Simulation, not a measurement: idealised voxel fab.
Process module heading - voxel transistor to metal
The figure presents cross-section cut, which has a width of 170 nm and is divided into square cells with an edge length of 5 nm.
Each cross-section below is a grid of square cells, stated as bands in top-down order, with one or more rows of cells making up each band. Heads up on the band format: heights come first, top then bottom, in nm. After that it's the materials left to right, each with its width in nm. A single material flagged "full width" fills the whole band edge to edge, and "empty" means there's empty space there. Height 0 is the level under which the wafer as received is all one material. The lowest band goes on downwards, as in "0 and below". Top row gets the first number, bottom row gets the second, and each row in between changes by the same step: that is how a band width like "30->40" works. It should be understood that the words "all unchanged", when stated for a given step, signify that the cross-section underwent no change in any of its cells during that step. "Closed-off voids": empty spaces of 8 cells or more with no open way to the top, each given as width x height at distance, distance from the left edge, all in nm. Note: text after step settings on the step line = simulator remark on that step. overlay nm: for a step with a mask, the amount by which the mask lay right of where it was planned; a negative amount means left of it.

The process steps that were planned are listed below:
1,RECEIVE with material Si
2,OXIDIZE with depth nm 5
3,CONFORMAL_DEP with material SiN, thk nm 15
4,PATTERN with tone cover, mask id ACTIVE, material resist, width nm 95, thk nm 15, overlay nm 0
5,DIRECTIONAL_ETCH with etch materials SiN, depth nm 15
6,DIRECTIONAL_ETCH with etch materials SiO2, depth nm 5
7,DIRECTIONAL_ETCH with etch materials Si, depth nm 25
8,STRIP with etch materials resist
9,OXIDIZE with depth nm 5
10,FILL_DEP with material SiO2, thk nm 10
11,CMP with height nm 15
12,SELECTIVE_ETCH with etch materials SiO2, depth nm 15
13,STRIP with etch materials SiN
14,SELECTIVE_ETCH with etch materials SiO2, depth nm 5
15,OXIDIZE with depth nm 5
16,DIRECTIONAL_DEP with material polySi, thk nm 30
17,DIRECTIONAL_DEP with material SiCN, thk nm 10
18,MASKED_ETCH with tone cover, mask id GATE, width nm 25, etch materials SiCN, depth nm 20, overlay nm 0
19,MASKED_ETCH with tone cover, mask id GATE, width nm 25, etch materials polySi, depth nm 40, overlay nm 0
20,CONFORMAL_DEP with material SiN, thk nm 10
21,DIRECTIONAL_ETCH with etch materials SiN, depth nm 10
22,DIRECTIONAL_ETCH with etch materials SiO2, depth nm 5
23,EPI with material nSi, thk nm 5
24,FILL_DEP with material SiO2, thk nm 5
25,CMP with height nm 35
26,DIRECTIONAL_DEP with material SiO2, thk nm 15
27,PATTERN with tone open, mask id CONTACT, material resist, width nm 25, pitch nm 60, thk nm 15, overlay nm 0
28,DIRECTIONAL_ETCH with etch materials SiO2, depth nm 55
29,STRIP with etch materials resist
30,CONFORMAL_DEP with material TiN, thk nm 5
31,FILL_DEP with material Ru, thk nm 5
32,CMP with height nm 50
33,CONFORMAL_DEP with material SiN, thk nm 5
34,DIRECTIONAL_DEP with material SiO2, thk nm 20
35,PATTERN with tone open, mask id METAL_1, material resist, width nm 15, pitch nm 70, thk nm 15, overlay nm 0
36,DIRECTIONAL_ETCH with etch materials SiO2, depth nm 20
37,DIRECTIONAL_ETCH with etch materials SiN, depth nm 5
38,STRIP with etch materials resist
39,CONFORMAL_DEP with material TiN, thk nm 5
40,FILL_DEP with material Ru, thk nm 10
41,CMP with height nm 75
42,CONFORMAL_DEP with material SiN, thk nm 5

Cross-section of the incoming wafer, state after step 1:
  0 and below | Si full width
  Closed-off voids: none

The module was run from the start shown above using the plan shown above, but one mistake was made doing it; the resulting wafer cross-section is below:
  80 down to 75 | SiN full width
  75 down to 55 | 40 of SiO2; 5 of TiN; 5 of Ru; 5 of TiN; 55 of SiO2; 5 of TiN; 5 of Ru; 5 of TiN; 45 of SiO2
  55 down to 50 | 40 of SiN; 15 of TiN; 55 of SiN; 15 of TiN; 45 of SiN
  50 down to 40 | 40 of SiO2; 5 of TiN; 15 of Ru; 5 of TiN; 35 of SiO2; 5 of TiN; 15 of Ru; 5 of TiN; 45 of SiO2
  40 down to 35 | 40 of SiO2; 5 of TiN; 10 of Ru; 10 of TiN; 35 of SiO2; 10 of TiN; 10 of Ru; 5 of TiN; 45 of SiO2
  35 down to 30 | 40 of SiO2; 5 of TiN; 10 of Ru; 5 of TiN; 10 of SiN; 25 of SiCN; 10 of SiN; 5 of TiN; 10 of Ru; 5 of TiN; 45 of SiO2
  30 down to 25 | 40 of SiO2; 20 of TiN; 10 of SiN; 25 of SiCN; 10 of SiN; 20 of TiN; 45 of SiO2
  25 down to -5 | SiN full width
  -5 down to -10 | SiO2 full width
  -10 down to -35 | 40 of SiO2; 85 of Si; 45 of SiO2
  -35 and below | Si full width
  Closed-off voids: none
Processing error: heads up, step 16 didn't go per plan, it actually ran as DIRECTIONAL_DEP with material SiN, thk nm 30
